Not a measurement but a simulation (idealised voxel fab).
You're looking at the process module voxel fin reveal.
cross-section cut | 180 nm wide | cells 5 nm
The cross-sections in this document take the form of a grid made of square cells. They are written out as bands, in order from top to bottom. Each band consists of one or more rows of cells. What a band's entry tells you: where the top is and where the bottom is, as heights in nm, and after that what lies inside, material by material from left to right, each with its width in nm. Empty space is written as the word "blank", and a single material marked with the word "all across" occupies the band from edge to edge. Where do heights start? At 0: under that level the wafer as delivered is made of one material only. And the lowest band has no floor; it just carries on downward, as in "z 0 and below". Width: "30->40" (first number = top row, second number = bottom row, same change from row to row of cells). The designation "remained the same", where it is given for a processing step, indicates that no cell of the cross-section was altered in the course of that step. "Closed void roster" specifies each empty space that is not open to the top and that occupies no fewer than 8 cells, using the form width x height at distance, the distance measured from the left edge and all three quantities in nm. Anything after a step's settings on that line? It's the simulator's own note about the step. overlay nm: on a step with a mask, how far right of its planned place the mask lay; negative means left.

### The process steps that were planned are listed below
1,RECEIVE [material Si]
2,CONFORMAL_DEP [material SiN] [thk nm 10]
3,MASKED_ETCH [tone cover] [mask id FINS] [width nm 15] [pitch nm 40] [etch materials SiN] [depth nm 10] [overlay nm 0]
4,MASKED_ETCH [tone cover] [mask id FINS] [width nm 15] [pitch nm 40] [etch materials Si] [depth nm 35] [overlay nm 0]
5,OXIDIZE [depth nm 5]
6,FILL_DEP [material SiO2] [thk nm 5]
7,CMP [height nm 10]
8,SELECTIVE_ETCH [etch materials SiO2] [depth nm 25]
9,STRIP [etch materials SiN]
10,CONFORMAL_DEP [material HfO2] [thk nm 5]

### Incoming wafer in cross-section (state: after step 1)
- z 0 and below: Si all across
- Closed void roster: none

### Wafer cross-section at end of module: start and plan as shown above, one execution error
- z 5 to 0: blank (60); HfO2 (15); blank (25); HfO2 (15); blank (65)
- z 0 to -35: blank (60); HfO2 (5); Si (5); HfO2 (5); blank (25); HfO2 (5); Si (5); HfO2 (5); blank (65)
- z -35 to -40: HfO2 (65); Si (5); HfO2 (35); Si (5); HfO2 (70)
- z -40 and below: Si all across
- Closed void roster: none
Here's what went sideways: in the plan, step 8 was performed twice
